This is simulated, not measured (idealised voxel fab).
Process module, titled voxel gate over fins
The cross-section shown here is cut; it is 240 nm wide and divided into square cells measuring 5 nm on a side.
Throughout this document, each cross-section is represented as a grid of square cells and is presented as a sequence of bands enumerated from the top downward, where a band comprises one or more rows of cells. Band: top height; bottom height; in nm. Then, left to right: material with width in nm, for each material. "all across": a single material spanning edge to edge. "blank": empty space. We count height from 0. Below that, the starting wafer is all one material. The lowest band never ends at the bottom but goes on down; see "top 0, no bottom" for how that is written. Graded width ("30..40"): value in top row of band = first number; value in bottom row = second number; row-to-row change constant. When a step is marked "remains unaltered", none of the cells in the cross-section changed during that step. "Fully enclosed voids" means: voids of 8 cells or more that are shut off from the top with no open way through. Written width x height at distance, distance from the left edge, in nm. Post-settings text on a step line: simulator's own remark regarding the step. For masked steps, "overlay nm" on the step line gives how far right of plan the mask actually lay; a minus sign means it lay to the left.

Intended process steps
1) RECEIVE [material Si]
2) CONFORMAL_DEP [material SiN] [thk nm 5]
3) PATTERN [tone cover] [mask id FINS] [material resist] [width nm 15] [pitch nm 50] [thk nm 15] [overlay nm 0]
4) DIRECTIONAL_ETCH [etch materials SiN] [depth nm 5]
5) DIRECTIONAL_ETCH [etch materials Si] [depth nm 30]
6) STRIP [etch materials resist]
7) OXIDIZE [depth nm 5]
8) FILL_DEP [material SiO2] [thk nm 5]
9) CMP [height nm 5]
10) MASKED_ETCH [tone open] [mask id RAIL] [width nm 15] [etch materials SiO2] [depth nm 30] [overlay nm 0]
11) CONFORMAL_DEP [material TiN] [thk nm 5]
12) FILL_DEP [material W] [thk nm 10]
13) CMP [height nm 5]
14) SELECTIVE_ETCH [etch materials W Ru TiN] [depth nm 20]
15) FILL_DEP [material SiO2] [thk nm 5]
16) CMP [height nm 5]
17) SELECTIVE_ETCH [etch materials SiO2] [depth nm 15]
18) STRIP [etch materials SiN]
19) CONFORMAL_DEP [material HfO2] [thk nm 5]
20) CONFORMAL_DEP [material TiN] [thk nm 5]
21) FILL_DEP [material W] [thk nm 15]
22) CMP [height nm 20]
23) CONFORMAL_DEP [material SiN] [thk nm 5]

First out of two wafers; run went to plan

Wafer at receipt (post step 1), cross-section
* top 0, no bottom  Si all across
* Fully enclosed voids: none

How the wafer stands in section after step 2
* top 5, bottom 0  SiN all across
* Unchanged below 0.

How the wafer stands in section after step 3
* top 20, bottom 5  85 of blank, 15 of resist, 35 of blank, 15 of resist, 90 of blank
* Unchanged below 5.

How the wafer stands in section after step 4
* top 20, bottom 5  85 of blank, 15 of resist, 35 of blank, 15 of resist, 90 of blank
* top 5, bottom 0  85 of blank, 15 of SiN, 35 of blank, 15 of SiN, 90 of blank
* Unchanged below 0.

How the wafer stands in section after step 5
* top 20, bottom 5  85 of blank, 15 of resist, 35 of blank, 15 of resist, 90 of blank
* top 5, bottom 0  85 of blank, 15 of SiN, 35 of blank, 15 of SiN, 90 of blank
* top 0, bottom -30  85 of blank, 15 of Si, 35 of blank, 15 of Si, 90 of blank
* Unchanged below -30.

How the wafer stands in section after step 6
* top 5, bottom 0  85 of blank, 15 of SiN, 35 of blank, 15 of SiN, 90 of blank
* Unchanged below 0.

How the wafer stands in section after step 7
* top 5, bottom 0  85 of blank, 15 of SiN, 35 of blank, 15 of SiN, 90 of blank
* top 0, bottom -30  85 of blank, 5 of SiO2, 5 of Si, 5 of SiO2, 35 of blank, 5 of SiO2, 5 of Si, 5 of SiO2, 90 of blank
* top -30, bottom -35  90 of SiO2, 5 of Si, 45 of SiO2, 5 of Si, 95 of SiO2
* Unchanged below -35.

How the wafer stands in section after step 8
* top 10, bottom 5  SiO2 all across
* top 5, bottom 0  85 of SiO2, 15 of SiN, 35 of SiO2, 15 of SiN, 90 of SiO2
* top 0, bottom -35  90 of SiO2, 5 of Si, 45 of SiO2, 5 of Si, 95 of SiO2
* Unchanged below -35.

How the wafer stands in section after step 9
* top 5, bottom 0  85 of SiO2, 15 of SiN, 35 of SiO2, 15 of SiN, 90 of SiO2
* Unchanged below 0.

How the wafer stands in section after step 10
* top 5, bottom 0  85 of SiO2, 15 of SiN, 10 of SiO2, 15 of blank, 10 of SiO2, 15 of SiN, 90 of SiO2
* top 0, bottom -25  90 of SiO2, 5 of Si, 15 of SiO2, 15 of blank, 15 of SiO2, 5 of Si, 95 of SiO2
* Unchanged below -25.

How the wafer stands in section after step 11
* top 10, bottom 5  115 of TiN, 5 of blank, 120 of TiN
* top 5, bottom 0  85 of SiO2, 15 of SiN, 10 of SiO2, 5 of TiN, 5 of blank, 5 of TiN, 10 of SiO2, 15 of SiN, 90 of SiO2
* top 0, bottom -20  90 of SiO2, 5 of Si, 15 of SiO2, 5 of TiN, 5 of blank, 5 of TiN, 15 of SiO2, 5 of Si, 95 of SiO2
* top -20, bottom -25  90 of SiO2, 5 of Si, 15 of SiO2, 15 of TiN, 15 of SiO2, 5 of Si, 95 of SiO2
* Unchanged below -25.

How the wafer stands in section after step 12
* top 20, bottom 10  W all across
* top 10, bottom 5  115 of TiN, 5 of W, 120 of TiN
* top 5, bottom 0  85 of SiO2, 15 of SiN, 10 of SiO2, 5 of TiN, 5 of W, 5 of TiN, 10 of SiO2, 15 of SiN, 90 of SiO2
* top 0, bottom -20  90 of SiO2, 5 of Si, 15 of SiO2, 5 of TiN, 5 of W, 5 of TiN, 15 of SiO2, 5 of Si, 95 of SiO2
* Unchanged below -20.

How the wafer stands in section after step 13
* top 5, bottom 0  85 of SiO2, 15 of SiN, 10 of SiO2, 5 of TiN, 5 of W, 5 of TiN, 10 of SiO2, 15 of SiN, 90 of SiO2
* Unchanged below 0.

How the wafer stands in section after step 14
* top 5, bottom 0  85 of SiO2, 15 of SiN, 10 of SiO2, 15 of blank, 10 of SiO2, 15 of SiN, 90 of SiO2
* top 0, bottom -15  90 of SiO2, 5 of Si, 15 of SiO2, 15 of blank, 15 of SiO2, 5 of Si, 95 of SiO2
* Unchanged below -15.

How the wafer stands in section after step 15
* top 10, bottom 5  SiO2 all across
* top 5, bottom 0  85 of SiO2, 15 of SiN, 35 of SiO2, 15 of SiN, 90 of SiO2
* top 0, bottom -15  90 of SiO2, 5 of Si, 45 of SiO2, 5 of Si, 95 of SiO2
* Unchanged below -15.

How the wafer stands in section after step 16
* top 5, bottom 0  85 of SiO2, 15 of SiN, 35 of SiO2, 15 of SiN, 90 of SiO2
* Unchanged below 0.

How the wafer stands in section after step 17
* top 5, bottom 0  85 of blank, 15 of SiN, 35 of blank, 15 of SiN, 90 of blank
* top 0, bottom -10  90 of blank, 5 of Si, 45 of blank, 5 of Si, 95 of blank
* Unchanged below -10.

How the wafer stands in section after step 18
* top 0, bottom -10  90 of blank, 5 of Si, 45 of blank, 5 of Si, 95 of blank
* Unchanged below -10.

How the wafer stands in section after step 19
* top 5, bottom 0  85 of blank, 15 of HfO2, 35 of blank, 15 of HfO2, 90 of blank
* top 0, bottom -5  85 of blank, 5 of HfO2, 5 of Si, 5 of HfO2, 35 of blank, 5 of HfO2, 5 of Si, 5 of HfO2, 90 of blank
* top -5, bottom -10  90 of HfO2, 5 of Si, 45 of HfO2, 5 of Si, 95 of HfO2
* Unchanged below -10.

How the wafer stands in section after step 20
* top 10, bottom 5  80 of blank, 25 of TiN, 25 of blank, 25 of TiN, 85 of blank
* top 5, bottom 0  80 of blank, 5 of TiN, 15 of HfO2, 5 of TiN, 25 of blank, 5 of TiN, 15 of HfO2, 5 of TiN, 85 of blank
* top 0, bottom -5  85 of TiN, 5 of HfO2, 5 of Si, 5 of HfO2, 35 of TiN, 5 of HfO2, 5 of Si, 5 of HfO2, 90 of TiN
* Unchanged below -5.

How the wafer stands in section after step 21
* top 25, bottom 10  W all across
* top 10, bottom 5  80 of W, 25 of TiN, 25 of W, 25 of TiN, 85 of W
* top 5, bottom 0  80 of W, 5 of TiN, 15 of HfO2, 5 of TiN, 25 of W, 5 of TiN, 15 of HfO2, 5 of TiN, 85 of W
* Unchanged below 0.

How the wafer stands in section after step 22
* top 20, bottom 10  W all across
* Unchanged below 10.

How the wafer stands in section after step 23
* top 25, bottom 20  SiN all across
* Unchanged below 20.

Second Wafer (Identical Start and Plan, One Processing Error; Matches First Wafer Through Step 2)

Cross-section: second wafer, time at which step 3 was scheduled to end
* top 20, bottom 5  80 of blank, 25 of resist, 25 of blank, 25 of resist, 85 of blank
* Unchanged below 5.

Cross-section: second wafer, time at which step 4 was scheduled to end
* top 20, bottom 5  80 of blank, 25 of resist, 25 of blank, 25 of resist, 85 of blank
* top 5, bottom 0  80 of blank, 25 of SiN, 25 of blank, 25 of SiN, 85 of blank
* Unchanged below 0.

Cross-section: second wafer, time at which step 5 was scheduled to end
* top 20, bottom 5  80 of blank, 25 of resist, 25 of blank, 25 of resist, 85 of blank
* top 5, bottom 0  80 of blank, 25 of SiN, 25 of blank, 25 of SiN, 85 of blank
* top 0, bottom -30  80 of blank, 25 of Si, 25 of blank, 25 of Si, 85 of blank
* Unchanged below -30.

Cross-section: second wafer, time at which step 6 was scheduled to end
* top 5, bottom 0  80 of blank, 25 of SiN, 25 of blank, 25 of SiN, 85 of blank
* Unchanged below 0.

Cross-section: second wafer, time at which step 7 was scheduled to end
* top 5, bottom 0  80 of blank, 25 of SiN, 25 of blank, 25 of SiN, 85 of blank
* top 0, bottom -30  80 of blank, 5 of SiO2, 15 of Si, 5 of SiO2, 25 of blank, 5 of SiO2, 15 of Si, 5 of SiO2, 85 of blank
* top -30, bottom -35  85 of SiO2, 15 of Si, 35 of SiO2, 15 of Si, 90 of SiO2
* Unchanged below -35.

Cross-section: second wafer, time at which step 8 was scheduled to end
* top 10, bottom 5  SiO2 all across
* top 5, bottom 0  80 of SiO2, 25 of SiN, 25 of SiO2, 25 of SiN, 85 of SiO2
* top 0, bottom -35  85 of SiO2, 15 of Si, 35 of SiO2, 15 of Si, 90 of SiO2
* Unchanged below -35.

Cross-section: second wafer, time at which step 9 was scheduled to end
* top 5, bottom 0  80 of SiO2, 25 of SiN, 25 of SiO2, 25 of SiN, 85 of SiO2
* Unchanged below 0.

Cross-section: second wafer, time at which step 10 was scheduled to end
* top 5, bottom 0  80 of SiO2, 25 of SiN, 5 of SiO2, 15 of blank, 5 of SiO2, 25 of SiN, 85 of SiO2
* top 0, bottom -25  85 of SiO2, 15 of Si, 10 of SiO2, 15 of blank, 10 of SiO2, 15 of Si, 90 of SiO2
* Unchanged below -25.

Cross-section: second wafer, time at which step 11 was scheduled to end
* top 10, bottom 5  115 of TiN, 5 of blank, 120 of TiN
* top 5, bottom 0  80 of SiO2, 25 of SiN, 5 of SiO2, 5 of TiN, 5 of blank, 5 of TiN, 5 of SiO2, 25 of SiN, 85 of SiO2
* top 0, bottom -20  85 of SiO2, 15 of Si, 10 of SiO2, 5 of TiN, 5 of blank, 5 of TiN, 10 of SiO2, 15 of Si, 90 of SiO2
* top -20, bottom -25  85 of SiO2, 15 of Si, 10 of SiO2, 15 of TiN, 10 of SiO2, 15 of Si, 90 of SiO2
* Unchanged below -25.

Cross-section: second wafer, time at which step 12 was scheduled to end
* top 20, bottom 10  W all across
* top 10, bottom 5  115 of TiN, 5 of W, 120 of TiN
* top 5, bottom 0  80 of SiO2, 25 of SiN, 5 of SiO2, 5 of TiN, 5 of W, 5 of TiN, 5 of SiO2, 25 of SiN, 85 of SiO2
* top 0, bottom -20  85 of SiO2, 15 of Si, 10 of SiO2, 5 of TiN, 5 of W, 5 of TiN, 10 of SiO2, 15 of Si, 90 of SiO2
* Unchanged below -20.

Cross-section: second wafer, time at which step 13 was scheduled to end
* top 5, bottom 0  80 of SiO2, 25 of SiN, 5 of SiO2, 5 of TiN, 5 of W, 5 of TiN, 5 of SiO2, 25 of SiN, 85 of SiO2
* Unchanged below 0.

Cross-section: second wafer, time at which step 14 was scheduled to end
* top 5, bottom 0  80 of SiO2, 25 of SiN, 5 of SiO2, 15 of blank, 5 of SiO2, 25 of SiN, 85 of SiO2
* top 0, bottom -15  85 of SiO2, 15 of Si, 10 of SiO2, 15 of blank, 10 of SiO2, 15 of Si, 90 of SiO2
* Unchanged below -15.

Cross-section: second wafer, time at which step 15 was scheduled to end
* top 10, bottom 5  SiO2 all across
* top 5, bottom 0  80 of SiO2, 25 of SiN, 25 of SiO2, 25 of SiN, 85 of SiO2
* top 0, bottom -15  85 of SiO2, 15 of Si, 35 of SiO2, 15 of Si, 90 of SiO2
* Unchanged below -15.

Cross-section: second wafer, time at which step 16 was scheduled to end
* top 5, bottom 0  80 of SiO2, 25 of SiN, 25 of SiO2, 25 of SiN, 85 of SiO2
* Unchanged below 0.

Cross-section: second wafer, time at which step 17 was scheduled to end
* top 5, bottom 0  80 of blank, 25 of SiN, 25 of blank, 25 of SiN, 85 of blank
* top 0, bottom -10  85 of blank, 15 of Si, 35 of blank, 15 of Si, 90 of blank
* Unchanged below -10.

Cross-section: second wafer, time at which step 18 was scheduled to end
* top 0, bottom -10  85 of blank, 15 of Si, 35 of blank, 15 of Si, 90 of blank
* Unchanged below -10.

Cross-section: second wafer, time at which step 19 was scheduled to end
* top 5, bottom 0  80 of blank, 25 of HfO2, 25 of blank, 25 of HfO2, 85 of blank
* top 0, bottom -5  80 of blank, 5 of HfO2, 15 of Si, 5 of HfO2, 25 of blank, 5 of HfO2, 15 of Si, 5 of HfO2, 85 of blank
* top -5, bottom -10  85 of HfO2, 15 of Si, 35 of HfO2, 15 of Si, 90 of HfO2
* Unchanged below -10.

Cross-section: second wafer, time at which step 20 was scheduled to end
* top 10, bottom 5  75 of blank, 35 of TiN, 15 of blank, 35 of TiN, 80 of blank
* top 5, bottom 0  75 of blank, 5 of TiN, 25 of HfO2, 5 of TiN, 15 of blank, 5 of TiN, 25 of HfO2, 5 of TiN, 80 of blank
* top 0, bottom -5  80 of TiN, 5 of HfO2, 15 of Si, 5 of HfO2, 25 of TiN, 5 of HfO2, 15 of Si, 5 of HfO2, 85 of TiN
* Unchanged below -5.

Cross-section: second wafer, time at which step 21 was scheduled to end
* top 25, bottom 10  W all across
* top 10, bottom 5  75 of W, 35 of TiN, 15 of W, 35 of TiN, 80 of W
* top 5, bottom 0  75 of W, 5 of TiN, 25 of HfO2, 5 of TiN, 15 of W, 5 of TiN, 25 of HfO2, 5 of TiN, 80 of W
* Unchanged below 0.

Cross-section: second wafer, time at which step 22 was scheduled to end
* top 20, bottom 10  W all across
* Unchanged below 10.

Cross-section: second wafer, time at which step 23 was scheduled to end
* top 25, bottom 20  SiN all across
* Unchanged below 20.
Deviation noted in wafer processing: in deviation from the planned setting, step 3 was conducted as PATTERN [tone cover] [mask id FINS] [material resist] [width nm 25] [pitch nm 50] [thk nm 15] [overlay nm 0]
The final cell counts differ between the wafers, with the second having more or fewer of some materials than the first: +28 Si; -20 SiO2; -8 W
